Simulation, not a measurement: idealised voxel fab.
process module | voxel self aligned contacts
cross-section cut | 270 nm wide | cells 5 nm
A cross-section is a grid of square cells, given in bands from the top down. A band is one or more rows of cells.
Each band's line starts with the height of the band's top and of its bottom, in nm. Then come its materials from left to right, each with its width in nm. One material with "throughout" fills the band from edge to edge. "air" is empty space.
Height 0 is the level under which the wafer as received is all one material. The lowest band goes on downwards, as in "0 down".
A width such as "30 to 40" changes by the same amount from each row of cells to the next, from the band's top row to its bottom row.
"no change" after a step means that no cell of the cross-section changed.
closed voids: empty space of 8 cells or more with no open way to the top, each as width x height at its distance from the left edge, in nm
after a step's settings: what the simulator itself notes on the step
overlay nm, on a step with a mask: how far to the right of its planned place the mask lay; to the left if negative
plan
1 op RECEIVE | material Si
2 op CONFORMAL_DEP | material SiO2 | thk nm 5
3 op DIRECTIONAL_DEP | material polySi | thk nm 30
4 op DIRECTIONAL_DEP | material SiN | thk nm 15
5 op MASKED_ETCH | tone cover | mask id GATE | width nm 25 | pitch nm 55 | etch materials SiN | depth nm 15 | overlay nm -15
6 op MASKED_ETCH | tone cover | mask id GATE | width nm 25 | pitch nm 55 | etch materials polySi | depth nm 30 | overlay nm 0
7 op CONFORMAL_DEP | material SiN | thk nm 5
8 op DIRECTIONAL_ETCH | etch materials SiN | depth nm 5
9 op FILL_DEP | material SiO2 | thk nm 10
10 op CMP | height nm 55
11 op DIRECTIONAL_DEP | material aC | thk nm 15
12 op PATTERN | tone open | mask id CONTACT | material resist | width nm 40 | thk nm 30 | overlay nm 0
13 op DIRECTIONAL_ETCH | etch materials aC | depth nm 15
14 op STRIP | etch materials resist
15 op DIRECTIONAL_ETCH | etch materials SiO2 | depth nm 55
16 op STRIP | etch materials aC
17 op CONFORMAL_DEP | material TiN | thk nm 5
18 op FILL_DEP | material W | thk nm 10
19 op CMP | height nm 55
20 op CONFORMAL_DEP | material SiN | thk nm 5
varied across the wafers: overlay nm of step 5. The plan shows the first wafer's value. All wafers start alike
first wafer as received, after step 1
  0 down: Si throughout
  closed voids: none
each wafer at the end: cells of each material gained (+) or lost (-) since it was received, then its closed voids
overlay nm -15 | +120 SiN | +408 SiO2 | +21 TiN | +3 W | +96 polySi | closed voids: none
overlay nm -10 | +120 SiN | +410 SiO2 | +28 TiN | +6 W | +84 polySi | closed voids: none
overlay nm -5 | +120 SiN | +415 SiO2 | +28 TiN | +13 W | +72 polySi | closed voids: none
overlay nm 0 | +120 SiN | +420 SiO2 | +28 TiN | +20 W | +60 polySi | closed voids: none
overlay nm 5 | +120 SiN | +415 SiO2 | +28 TiN | +13 W | +72 polySi | closed voids: none
overlay nm 10 | +120 SiN | +410 SiO2 | +28 TiN | +6 W | +84 polySi | closed voids: none
overlay nm 15 | +120 SiN | +408 SiO2 | +21 TiN | +3 W | +96 polySi | closed voids: none
